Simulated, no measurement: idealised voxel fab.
Documented hereafter: the process module known as voxel wiring stack.
The figure presents cross-section cut, which has a width of 280 nm and is divided into square cells with an edge length of 5 nm.
Think of the cross-section as a grid of square cells. We describe it in bands, top to bottom, and each band covers one or more rows of those cells. Read a band's entry like this: the first values are the height of its top and the height of its bottom in nm, and what follows is the sequence of materials from left to right, each with its width in nm. Note that "empty" is empty space, and that a single material marked "edge to edge" reaches across the band from edge to edge. It should be noted that heights are counted from 0, beneath which the wafer as supplied is of one material throughout, and that the lowest band possesses no lower boundary but continues downward, as written in "0 and below". Width "30 to 40": first value at the band's top row of cells, second value at its bottom row, equal change from row to row. A step reported as "nothing was modified" is a step in which no cell of the cross-section changed. Under "Completely enclosed voids" you'll find the enclosed gaps, the ones with no way out to the top, that are 8 cells or bigger; each reads width x height at distance, with distance counted from the left edge, everything in nm. Note: text after step settings on the step line = simulator remark on that step. overlay nm: on a step with a mask, how far right of its planned place the mask lay; negative means left.
List of planned process steps
1,RECEIVE: material Si
2,CONFORMAL_DEP: material SiO2, thk nm 10
3,CONFORMAL_DEP: material SiN, thk nm 5
4,DIRECTIONAL_DEP: material lowk, thk nm 25
5,PATTERN: tone open, mask id METAL_1, material resist, width nm 25, pitch nm 40, thk nm 20, overlay nm 0
6,DIRECTIONAL_ETCH: etch materials lowk, depth nm 25
7,DIRECTIONAL_ETCH: etch materials SiN, depth nm 5
8,STRIP: etch materials resist
9,CONFORMAL_DEP: material TiN, thk nm 5
10,FILL_DEP: material W, thk nm 5
11,CMP: height nm 40
12,CONFORMAL_DEP: material SiCN, thk nm 5
13,DIRECTIONAL_DEP: material SiO2, thk nm 30
14,PATTERN: tone open, mask id METAL_2_HOLES, material resist, width nm 15, pitch nm 40, thk nm 20, overlay nm 0
15,DIRECTIONAL_ETCH: etch materials SiO2, depth nm 30
16,STRIP: etch materials resist
17,DIRECTIONAL_DEP: material aC, thk nm 15
18,PATTERN: tone open, mask id METAL_2, material resist, width nm 25, pitch nm 40, thk nm 30, overlay nm 0
19,DIRECTIONAL_ETCH: etch materials aC, depth nm 15
20,STRIP: etch materials resist
21,DIRECTIONAL_ETCH: etch materials SiO2, depth nm 15
22,DIRECTIONAL_ETCH: etch materials SiCN, depth nm 5
23,STRIP: etch materials aC
24,CONFORMAL_DEP: material TiN, thk nm 5
25,FILL_DEP: material Cu, thk nm 10
26,CMP: height nm 75
27,CONFORMAL_DEP: material SiCN, thk nm 5
28,DIRECTIONAL_DEP: material lowk, thk nm 25
29,PATTERN: tone open, mask id METAL_3_HOLES, material resist, width nm 15, pitch nm 40, thk nm 20, overlay nm 0
30,DIRECTIONAL_ETCH: etch materials lowk, depth nm 25
31,STRIP: etch materials resist
32,DIRECTIONAL_DEP: material aC, thk nm 10
33,PATTERN: tone open, mask id METAL_3, material resist, width nm 25, pitch nm 40, thk nm 30, overlay nm 0
34,DIRECTIONAL_ETCH: etch materials aC, depth nm 10
35,STRIP: etch materials resist
36,DIRECTIONAL_ETCH: etch materials lowk, depth nm 15
37,DIRECTIONAL_ETCH: etch materials SiCN, depth nm 5
38,STRIP: etch materials aC
39,CONFORMAL_DEP: material TiN, thk nm 5
40,FILL_DEP: material Cu, thk nm 10
41,CMP: height nm 105
42,CONFORMAL_DEP: material SiCN, thk nm 5
first wafer, as planned
Cross-section of the wafer upon arrival, representing the state reached after step 1
- 0 and below: Si edge to edge
- Completely enclosed voids: none
The wafer in cross-section once step 2 is complete
- 10 down to 0: SiO2 edge to edge
- Under 0: no change, same as before.
The wafer in cross-section once step 3 is complete
- 15 down to 10: SiN edge to edge
- Under 10: no change, same as before.
The wafer in cross-section once step 4 is complete
- 40 down to 15: lowk edge to edge
- Under 15: no change, same as before.
The wafer in cross-section once step 5 is complete
- 60 down to 40: resist (65)  empty (25)  resist (15)  empty (25)  resist (15)  empty (25)  resist (15)  empty (25)  resist (70)
- Under 40: no change, same as before.
The wafer in cross-section once step 6 is complete
- 60 down to 40: resist (65)  empty (25)  resist (15)  empty (25)  resist (15)  empty (25)  resist (15)  empty (25)  resist (70)
- 40 down to 15: lowk (65)  empty (25)  lowk (15)  empty (25)  lowk (15)  empty (25)  lowk (15)  empty (25)  lowk (70)
- Under 15: no change, same as before.
The wafer in cross-section once step 7 is complete
- 60 down to 40: resist (65)  empty (25)  resist (15)  empty (25)  resist (15)  empty (25)  resist (15)  empty (25)  resist (70)
- 40 down to 15: lowk (65)  empty (25)  lowk (15)  empty (25)  lowk (15)  empty (25)  lowk (15)  empty (25)  lowk (70)
- 15 down to 10: SiN (65)  empty (25)  SiN (15)  empty (25)  SiN (15)  empty (25)  SiN (15)  empty (25)  SiN (70)
- Under 10: no change, same as before.
The wafer in cross-section once step 8 is complete
- 40 down to 15: lowk (65)  empty (25)  lowk (15)  empty (25)  lowk (15)  empty (25)  lowk (15)  empty (25)  lowk (70)
- Under 15: no change, same as before.
The wafer in cross-section once step 9 is complete
- 45 down to 40: TiN (70)  empty (15)  TiN (25)  empty (15)  TiN (25)  empty (15)  TiN (25)  empty (15)  TiN (75)
- 40 down to 15: lowk (65)  TiN (5)  empty (15)  TiN (5)  lowk (15)  TiN (5)  empty (15)  TiN (5)  lowk (15)  TiN (5)  empty (15)  TiN (5)  lowk (15)  TiN (5)  empty (15)  TiN (5)  lowk (70)
- 15 down to 10: SiN (65)  TiN (25)  SiN (15)  TiN (25)  SiN (15)  TiN (25)  SiN (15)  TiN (25)  SiN (70)
- Under 10: no change, same as before.
The wafer in cross-section once step 10 is complete
- 50 down to 45: W edge to edge
- 45 down to 40: TiN (70)  W (15)  TiN (25)  W (15)  TiN (25)  W (15)  TiN (25)  W (15)  TiN (75)
- 40 down to 15: lowk (65)  TiN (5)  W (15)  TiN (5)  lowk (15)  TiN (5)  W (15)  TiN (5)  lowk (15)  TiN (5)  W (15)  TiN (5)  lowk (15)  TiN (5)  W (15)  TiN (5)  lowk (70)
- Under 15: no change, same as before.
The wafer in cross-section once step 11 is complete
- 40 down to 15: lowk (65)  TiN (5)  W (15)  TiN (5)  lowk (15)  TiN (5)  W (15)  TiN (5)  lowk (15)  TiN (5)  W (15)  TiN (5)  lowk (15)  TiN (5)  W (15)  TiN (5)  lowk (70)
- Under 15: no change, same as before.
The wafer in cross-section once step 12 is complete
- 45 down to 40: SiCN edge to edge
- Under 40: no change, same as before.
The wafer in cross-section once step 13 is complete
- 75 down to 45: SiO2 edge to edge
- Under 45: no change, same as before.
The wafer in cross-section once step 14 is complete
- 95 down to 75: resist (65)  empty (15)  resist (25)  empty (15)  resist (25)  empty (15)  resist (25)  empty (15)  resist (80)
- Under 75: no change, same as before.
The wafer in cross-section once step 15 is complete
- 95 down to 75: resist (65)  empty (15)  resist (25)  empty (15)  resist (25)  empty (15)  resist (25)  empty (15)  resist (80)
- 75 down to 45: SiO2 (65)  empty (15)  SiO2 (25)  empty (15)  SiO2 (25)  empty (15)  SiO2 (25)  empty (15)  SiO2 (80)
- Under 45: no change, same as before.
The wafer in cross-section once step 16 is complete
- 75 down to 45: SiO2 (65)  empty (15)  SiO2 (25)  empty (15)  SiO2 (25)  empty (15)  SiO2 (25)  empty (15)  SiO2 (80)
- Under 45: no change, same as before.
The wafer in cross-section once step 17 is complete
- 90 down to 75: aC (65)  empty (15)  aC (25)  empty (15)  aC (25)  empty (15)  aC (25)  empty (15)  aC (80)
- 75 down to 60: SiO2 (65)  empty (15)  SiO2 (25)  empty (15)  SiO2 (25)  empty (15)  SiO2 (25)  empty (15)  SiO2 (80)
- 60 down to 45: SiO2 (65)  aC (15)  SiO2 (25)  aC (15)  SiO2 (25)  aC (15)  SiO2 (25)  aC (15)  SiO2 (80)
- Under 45: no change, same as before.
The wafer in cross-section once step 18 is complete
- 120 down to 90: resist (65)  empty (25)  resist (15)  empty (25)  resist (15)  empty (25)  resist (15)  empty (25)  resist (70)
- Under 90: no change, same as before.
The wafer in cross-section once step 19 is complete
- 105 down to 90: resist (65)  empty (25)  resist (15)  empty (25)  resist (15)  empty (25)  resist (15)  empty (25)  resist (70)
- 90 down to 75: aC (65)  empty (25)  aC (15)  empty (25)  aC (15)  empty (25)  aC (15)  empty (25)  aC (70)
- 75 down to 45: SiO2 (65)  empty (15)  SiO2 (25)  empty (15)  SiO2 (25)  empty (15)  SiO2 (25)  empty (15)  SiO2 (80)
- Under 45: no change, same as before.
The wafer in cross-section once step 20 is complete
- 90 down to 75: aC (65)  empty (25)  aC (15)  empty (25)  aC (15)  empty (25)  aC (15)  empty (25)  aC (70)
- Under 75: no change, same as before.
The wafer in cross-section once step 21 is complete
- 90 down to 75: aC (65)  empty (25)  aC (15)  empty (25)  aC (15)  empty (25)  aC (15)  empty (25)  aC (70)
- 75 down to 60: SiO2 (65)  empty (25)  SiO2 (15)  empty (25)  SiO2 (15)  empty (25)  SiO2 (15)  empty (25)  SiO2 (70)
- Under 60: no change, same as before.
The wafer in cross-section once step 22 is complete
- 90 down to 75: aC (65)  empty (25)  aC (15)  empty (25)  aC (15)  empty (25)  aC (15)  empty (25)  aC (70)
- 75 down to 60: SiO2 (65)  empty (25)  SiO2 (15)  empty (25)  SiO2 (15)  empty (25)  SiO2 (15)  empty (25)  SiO2 (70)
- 60 down to 45: SiO2 (65)  empty (15)  SiO2 (25)  empty (15)  SiO2 (25)  empty (15)  SiO2 (25)  empty (15)  SiO2 (80)
- 45 down to 40: SiCN (65)  empty (15)  SiCN (25)  empty (15)  SiCN (25)  empty (15)  SiCN (25)  empty (15)  SiCN (80)
- Under 40: no change, same as before.
The wafer in cross-section once step 23 is complete
- 75 down to 60: SiO2 (65)  empty (25)  SiO2 (15)  empty (25)  SiO2 (15)  empty (25)  SiO2 (15)  empty (25)  SiO2 (70)
- Under 60: no change, same as before.
The wafer in cross-section once step 24 is complete
- 80 down to 75: TiN (70)  empty (15)  TiN (25)  empty (15)  TiN (25)  empty (15)  TiN (25)  empty (15)  TiN (75)
- 75 down to 65: SiO2 (65)  TiN (5)  empty (15)  TiN (5)  SiO2 (15)  TiN (5)  empty (15)  TiN (5)  SiO2 (15)  TiN (5)  empty (15)  TiN (5)  SiO2 (15)  TiN (5)  empty (15)  TiN (5)  SiO2 (70)
- 65 down to 60: SiO2 (65)  TiN (5)  empty (5)  TiN (15)  SiO2 (15)  TiN (5)  empty (5)  TiN (15)  SiO2 (15)  TiN (5)  empty (5)  TiN (15)  SiO2 (15)  TiN (5)  empty (5)  TiN (15)  SiO2 (70)
- 60 down to 45: SiO2 (65)  TiN (5)  empty (5)  TiN (5)  SiO2 (25)  TiN (5)  empty (5)  TiN (5)  SiO2 (25)  TiN (5)  empty (5)  TiN (5)  SiO2 (25)  TiN (5)  empty (5)  TiN (5)  SiO2 (80)
- 45 down to 40: SiCN (65)  TiN (15)  SiCN (25)  TiN (15)  SiCN (25)  TiN (15)  SiCN (25)  TiN (15)  SiCN (80)
- Under 40: no change, same as before.
The wafer in cross-section once step 25 is complete
- 90 down to 80: Cu edge to edge
- 80 down to 75: TiN (70)  Cu (15)  TiN (25)  Cu (15)  TiN (25)  Cu (15)  TiN (25)  Cu (15)  TiN (75)
- 75 down to 65: SiO2 (65)  TiN (5)  Cu (15)  TiN (5)  SiO2 (15)  TiN (5)  Cu (15)  TiN (5)  SiO2 (15)  TiN (5)  Cu (15)  TiN (5)  SiO2 (15)  TiN (5)  Cu (15)  TiN (5)  SiO2 (70)
- 65 down to 60: SiO2 (65)  TiN (5)  Cu (5)  TiN (15)  SiO2 (15)  TiN (5)  Cu (5)  TiN (15)  SiO2 (15)  TiN (5)  Cu (5)  TiN (15)  SiO2 (15)  TiN (5)  Cu (5)  TiN (15)  SiO2 (70)
- 60 down to 45: SiO2 (65)  TiN (5)  Cu (5)  TiN (5)  SiO2 (25)  TiN (5)  Cu (5)  TiN (5)  SiO2 (25)  TiN (5)  Cu (5)  TiN (5)  SiO2 (25)  TiN (5)  Cu (5)  TiN (5)  SiO2 (80)
- Under 45: no change, same as before.
The wafer in cross-section once step 26 is complete
- 75 down to 65: SiO2 (65)  TiN (5)  Cu (15)  TiN (5)  SiO2 (15)  TiN (5)  Cu (15)  TiN (5)  SiO2 (15)  TiN (5)  Cu (15)  TiN (5)  SiO2 (15)  TiN (5)  Cu (15)  TiN (5)  SiO2 (70)
- Under 65: no change, same as before.
The wafer in cross-section once step 27 is complete
- 80 down to 75: SiCN edge to edge
- Under 75: no change, same as before.
The wafer in cross-section once step 28 is complete
- 105 down to 80: lowk edge to edge
- Under 80: no change, same as before.
The wafer in cross-section once step 29 is complete
- 125 down to 105: resist (65)  empty (15)  resist (25)  empty (15)  resist (25)  empty (15)  resist (25)  empty (15)  resist (80)
- Under 105: no change, same as before.
The wafer in cross-section once step 30 is complete
- 125 down to 105: resist (65)  empty (15)  resist (25)  empty (15)  resist (25)  empty (15)  resist (25)  empty (15)  resist (80)
- 105 down to 80: lowk (65)  empty (15)  lowk (25)  empty (15)  lowk (25)  empty (15)  lowk (25)  empty (15)  lowk (80)
- Under 80: no change, same as before.
The wafer in cross-section once step 31 is complete
- 105 down to 80: lowk (65)  empty (15)  lowk (25)  empty (15)  lowk (25)  empty (15)  lowk (25)  empty (15)  lowk (80)
- Under 80: no change, same as before.
The wafer in cross-section once step 32 is complete
- 115 down to 105: aC (65)  empty (15)  aC (25)  empty (15)  aC (25)  empty (15)  aC (25)  empty (15)  aC (80)
- 105 down to 90: lowk (65)  empty (15)  lowk (25)  empty (15)  lowk (25)  empty (15)  lowk (25)  empty (15)  lowk (80)
- 90 down to 80: lowk (65)  aC (15)  lowk (25)  aC (15)  lowk (25)  aC (15)  lowk (25)  aC (15)  lowk (80)
- Under 80: no change, same as before.
The wafer in cross-section once step 33 is complete
- 145 down to 115: resist (65)  empty (25)  resist (15)  empty (25)  resist (15)  empty (25)  resist (15)  empty (25)  resist (70)
- Under 115: no change, same as before.
The wafer in cross-section once step 34 is complete
- 135 down to 115: resist (65)  empty (25)  resist (15)  empty (25)  resist (15)  empty (25)  resist (15)  empty (25)  resist (70)
- 115 down to 105: aC (65)  empty (25)  aC (15)  empty (25)  aC (15)  empty (25)  aC (15)  empty (25)  aC (70)
- 105 down to 80: lowk (65)  empty (15)  lowk (25)  empty (15)  lowk (25)  empty (15)  lowk (25)  empty (15)  lowk (80)
- Under 80: no change, same as before.
The wafer in cross-section once step 35 is complete
- 115 down to 105: aC (65)  empty (25)  aC (15)  empty (25)  aC (15)  empty (25)  aC (15)  empty (25)  aC (70)
- Under 105: no change, same as before.
The wafer in cross-section once step 36 is complete
- 115 down to 105: aC (65)  empty (25)  aC (15)  empty (25)  aC (15)  empty (25)  aC (15)  empty (25)  aC (70)
- 105 down to 90: lowk (65)  empty (25)  lowk (15)  empty (25)  lowk (15)  empty (25)  lowk (15)  empty (25)  lowk (70)
- Under 90: no change, same as before.
The wafer in cross-section once step 37 is complete
- 115 down to 105: aC (65)  empty (25)  aC (15)  empty (25)  aC (15)  empty (25)  aC (15)  empty (25)  aC (70)
- 105 down to 90: lowk (65)  empty (25)  lowk (15)  empty (25)  lowk (15)  empty (25)  lowk (15)  empty (25)  lowk (70)
- 90 down to 80: lowk (65)  empty (15)  lowk (25)  empty (15)  lowk (25)  empty (15)  lowk (25)  empty (15)  lowk (80)
- 80 down to 75: SiCN (65)  empty (15)  SiCN (25)  empty (15)  SiCN (25)  empty (15)  SiCN (25)  empty (15)  SiCN (80)
- Under 75: no change, same as before.
The wafer in cross-section once step 38 is complete
- 105 down to 90: lowk (65)  empty (25)  lowk (15)  empty (25)  lowk (15)  empty (25)  lowk (15)  empty (25)  lowk (70)
- Under 90: no change, same as before.
The wafer in cross-section once step 39 is complete
- 110 down to 105: TiN (70)  empty (15)  TiN (25)  empty (15)  TiN (25)  empty (15)  TiN (25)  empty (15)  TiN (75)
- 105 down to 95: lowk (65)  TiN (5)  empty (15)  TiN (5)  lowk (15)  TiN (5)  empty (15)  TiN (5)  lowk (15)  TiN (5)  empty (15)  TiN (5)  lowk (15)  TiN (5)  empty (15)  TiN (5)  lowk (70)
- 95 down to 90: lowk (65)  TiN (5)  empty (5)  TiN (15)  lowk (15)  TiN (5)  empty (5)  TiN (15)  lowk (15)  TiN (5)  empty (5)  TiN (15)  lowk (15)  TiN (5)  empty (5)  TiN (15)  lowk (70)
- 90 down to 80: lowk (65)  TiN (5)  empty (5)  TiN (5)  lowk (25)  TiN (5)  empty (5)  TiN (5)  lowk (25)  TiN (5)  empty (5)  TiN (5)  lowk (25)  TiN (5)  empty (5)  TiN (5)  lowk (80)
- 80 down to 75: SiCN (65)  TiN (15)  SiCN (25)  TiN (15)  SiCN (25)  TiN (15)  SiCN (25)  TiN (15)  SiCN (80)
- Under 75: no change, same as before.
The wafer in cross-section once step 40 is complete
- 120 down to 110: Cu edge to edge
- 110 down to 105: TiN (70)  Cu (15)  TiN (25)  Cu (15)  TiN (25)  Cu (15)  TiN (25)  Cu (15)  TiN (75)
- 105 down to 95: lowk (65)  TiN (5)  Cu (15)  TiN (5)  lowk (15)  TiN (5)  Cu (15)  TiN (5)  lowk (15)  TiN (5)  Cu (15)  TiN (5)  lowk (15)  TiN (5)  Cu (15)  TiN (5)  lowk (70)
- 95 down to 90: lowk (65)  TiN (5)  Cu (5)  TiN (15)  lowk (15)  TiN (5)  Cu (5)  TiN (15)  lowk (15)  TiN (5)  Cu (5)  TiN (15)  lowk (15)  TiN (5)  Cu (5)  TiN (15)  lowk (70)
- 90 down to 80: lowk (65)  TiN (5)  Cu (5)  TiN (5)  lowk (25)  TiN (5)  Cu (5)  TiN (5)  lowk (25)  TiN (5)  Cu (5)  TiN (5)  lowk (25)  TiN (5)  Cu (5)  TiN (5)  lowk (80)
- Under 80: no change, same as before.
The wafer in cross-section once step 41 is complete
- 105 down to 95: lowk (65)  TiN (5)  Cu (15)  TiN (5)  lowk (15)  TiN (5)  Cu (15)  TiN (5)  lowk (15)  TiN (5)  Cu (15)  TiN (5)  lowk (15)  TiN (5)  Cu (15)  TiN (5)  lowk (70)
- Under 95: no change, same as before.
The wafer in cross-section once step 42 is complete
- 110 down to 105: SiCN edge to edge
- Under 105: no change, same as before.
Second wafer. Start and plan as for the first. One mistake made in running. Agrees with the first up to and including step 38
Cross-section, second wafer, at the end time the plan gives for step 39
- 110 down to 105: SiCN (70)  empty (15)  SiCN (25)  empty (15)  SiCN (25)  empty (15)  SiCN (25)  empty (15)  SiCN (75)
- 105 down to 95: lowk (65)  SiCN (5)  empty (15)  SiCN (5)  lowk (15)  SiCN (5)  empty (15)  SiCN (5)  lowk (15)  SiCN (5)  empty (15)  SiCN (5)  lowk (15)  SiCN (5)  empty (15)  SiCN (5)  lowk (70)
- 95 down to 90: lowk (65)  SiCN (5)  empty (5)  SiCN (15)  lowk (15)  SiCN (5)  empty (5)  SiCN (15)  lowk (15)  SiCN (5)  empty (5)  SiCN (15)  lowk (15)  SiCN (5)  empty (5)  SiCN (15)  lowk (70)
- 90 down to 80: lowk (65)  SiCN (5)  empty (5)  SiCN (5)  lowk (25)  SiCN (5)  empty (5)  SiCN (5)  lowk (25)  SiCN (5)  empty (5)  SiCN (5)  lowk (25)  SiCN (5)  empty (5)  SiCN (5)  lowk (80)
- 80 down to 75: SiCN edge to edge
- Under 75: no change, same as before.
Cross-section, second wafer, at the end time the plan gives for step 40
- 120 down to 110: Cu edge to edge
- 110 down to 105: SiCN (70)  Cu (15)  SiCN (25)  Cu (15)  SiCN (25)  Cu (15)  SiCN (25)  Cu (15)  SiCN (75)
- 105 down to 95: lowk (65)  SiCN (5)  Cu (15)  SiCN (5)  lowk (15)  SiCN (5)  Cu (15)  SiCN (5)  lowk (15)  SiCN (5)  Cu (15)  SiCN (5)  lowk (15)  SiCN (5)  Cu (15)  SiCN (5)  lowk (70)
- 95 down to 90: lowk (65)  SiCN (5)  Cu (5)  SiCN (15)  lowk (15)  SiCN (5)  Cu (5)  SiCN (15)  lowk (15)  SiCN (5)  Cu (5)  SiCN (15)  lowk (15)  SiCN (5)  Cu (5)  SiCN (15)  lowk (70)
- 90 down to 80: lowk (65)  SiCN (5)  Cu (5)  SiCN (5)  lowk (25)  SiCN (5)  Cu (5)  SiCN (5)  lowk (25)  SiCN (5)  Cu (5)  SiCN (5)  lowk (25)  SiCN (5)  Cu (5)  SiCN (5)  lowk (80)
- Under 80: no change, same as before.
Cross-section, second wafer, at the end time the plan gives for step 41
- 105 down to 95: lowk (65)  SiCN (5)  Cu (15)  SiCN (5)  lowk (15)  SiCN (5)  Cu (15)  SiCN (5)  lowk (15)  SiCN (5)  Cu (15)  SiCN (5)  lowk (15)  SiCN (5)  Cu (15)  SiCN (5)  lowk (70)
- Under 95: no change, same as before.
Cross-section, second wafer, at the end time the plan gives for step 42
- 110 down to 105: SiCN edge to edge
- Under 105: no change, same as before.
Plan not followed: heads up, step 39 didn't go per plan, it actually ran as CONFORMAL_DEP: material SiCN, thk nm 5
Count the cells at the end and the second wafer has more or fewer of some materials than the first: +60 SiCN | -60 TiN
